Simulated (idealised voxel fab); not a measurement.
process module | voxel released beams
cross-section cut | 270 nm wide | cells 5 nm
A cross-section is a grid of square cells, given in bands from the top down. A band is one or more rows of cells.
Each band's line starts with the height of the band's top and of its bottom, in nm. Then come its materials from left to right, each with its width in nm. One material with "throughout" fills the band from edge to edge. "air" is empty space.
Height 0 is the level under which the wafer as received is all one material. The lowest band goes on downwards, as in "0 down".
A width such as "30 to 40" changes by the same amount from each row of cells to the next, from the band's top row to its bottom row.
"no change" after a step means that no cell of the cross-section changed.
closed voids: empty space of 8 cells or more with no open way to the top, each as width x height at its distance from the left edge, in nm
after a step's settings: what the simulator itself notes on the step
overlay nm, on a step with a mask: how far to the right of its planned place the mask lay; to the left if negative
plan
1 op RECEIVE | material Si
2 op CONFORMAL_DEP | material Al2O3 | thk nm 5
3 op DIRECTIONAL_DEP | material SiO2 | thk nm 15
4 op DIRECTIONAL_DEP | material aC | thk nm 10
5 op PATTERN | tone open | mask id ANCHOR | material resist | width nm 35 | thk nm 30 | overlay nm 0
6 op DIRECTIONAL_ETCH | etch materials aC | depth nm 10
7 op STRIP | etch materials resist
8 op DIRECTIONAL_ETCH | etch materials SiO2 | depth nm 15
9 op STRIP | etch materials aC
10 op CONFORMAL_DEP | material SiN | thk nm 10
11 op DIRECTIONAL_DEP | material aC | thk nm 10
12 op PATTERN | tone cover | mask id BEAM | material resist | width nm 105 | thk nm 25 | overlay nm 0
13 op DIRECTIONAL_ETCH | etch materials aC | depth nm 10
14 op STRIP | etch materials resist
15 op DIRECTIONAL_ETCH | etch materials SiN | depth nm 10
16 op STRIP | etch materials aC
17 op STRIP | etch materials SiO2
as received, after step 1
  0 down: Si throughout
  closed voids: none
a wafer at the end: this start, this plan, one mistake
  30 to 25: air 80 | SiN 15 | air 15 | SiN 75 | air 85
  25 to 20: SiN 95 | air 15 | SiN 160
  20 to 15: SiO2 85 | SiN 10 | air 15 | SiN 10 | SiO2 150
  15 to 5: SiO2 85 | SiN 35 | SiO2 150
  5 to 0: Al2O3 throughout
  0 down: Si throughout
  closed voids: none
what went wrong: step 15 ran as: op DIRECTIONAL_ETCH | etch materials SiN | depth nm 5
